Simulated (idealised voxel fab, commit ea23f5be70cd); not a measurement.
You're looking at the process module voxel air gaps.
This is section cut - it's 285 nm across, gridded in 5 nm square cells.
Think of the cross-section as a grid of square cells. We describe it in bands, top to bottom, and each band covers one or more rows of those cells. Heights first: top, then bottom, in nm. Then materials, left to right, each with a width in nm. "full width" on a single material: fills the band edge to edge. "blank": empty space. Beneath 0, the wafer as received is one material, and that level is where height counting begins. The lowest band goes on downward without a bottom; it is written like "top 0, no bottom". Note: "30 to 40" means the width goes from the first number (top row of the band) to the second number (bottom row) in equal steps per row of cells. Given "same as before" for a step, no cell of the cross-section differs between before and after that step. This entry, "Closed void roster", enumerates those empty regions of no fewer than 8 cells that possess no open connection to the top. Each region is reported in the form width x height at distance, the distance being taken from the left edge, with all three quantities expressed in nm. Step line, after settings: the simulator's comment on this step. Among the settings permitted on a step's line is "overlay nm"; applied to a step with a mask, it specifies the extent to which the mask lay to the right of its planned position, whereas a negative figure signifies a position to the left.
Steps planned for the process:
1 RECEIVE,material Si
2 CONFORMAL_DEP,material SiO2,thk nm 15
3 CONFORMAL_DEP,material SiN,thk nm 5
4 DIRECTIONAL_DEP,material lowk,thk nm 30
5 MASKED_ETCH,tone open,mask id LINES,width nm 20,pitch nm 50,etch materials lowk,depth nm 30,overlay nm 0
6 CONFORMAL_DEP,material TiN,thk nm 5
7 FILL_DEP,material Cu,thk nm 10
8 CMP,height nm 50
9 EPI,material Ru,thk nm 10
10 SELECTIVE_ETCH,etch materials lowk,depth nm 40
11 CONFORMAL_DEP,material SiN,thk nm 5
As-received wafer cross-section (after step 1):
> top 0, no bottom: Si full width
> Closed void roster: none
Cross-section at module end, one run error; start and plan unchanged from above:
> top 80, bottom 75: SiN full width
> top 75, bottom 65: Ru full width
> top 65, bottom 55: Cu full width
> top 55, bottom 50: 60 nm TiN; 10 nm Cu; 40 nm TiN; 10 nm Cu; 40 nm TiN; 10 nm Cu; 40 nm TiN; 10 nm Cu; 65 nm TiN
> top 50, bottom 25: 55 nm lowk; 5 nm TiN; 10 nm Cu; 5 nm TiN; 30 nm lowk; 5 nm TiN; 10 nm Cu; 5 nm TiN; 30 nm lowk; 5 nm TiN; 10 nm Cu; 5 nm TiN; 30 nm lowk; 5 nm TiN; 10 nm Cu; 5 nm TiN; 60 nm lowk
> top 25, bottom 20: 55 nm lowk; 20 nm TiN; 30 nm lowk; 20 nm TiN; 30 nm lowk; 20 nm TiN; 30 nm lowk; 20 nm TiN; 60 nm lowk
> top 20, bottom 15: SiN full width
> top 15, bottom 0: SiO2 full width
> top 0, no bottom: Si full width
> Closed void roster: none
The plan and the run diverged here: step 8 of the plan never got run, it was skipped over
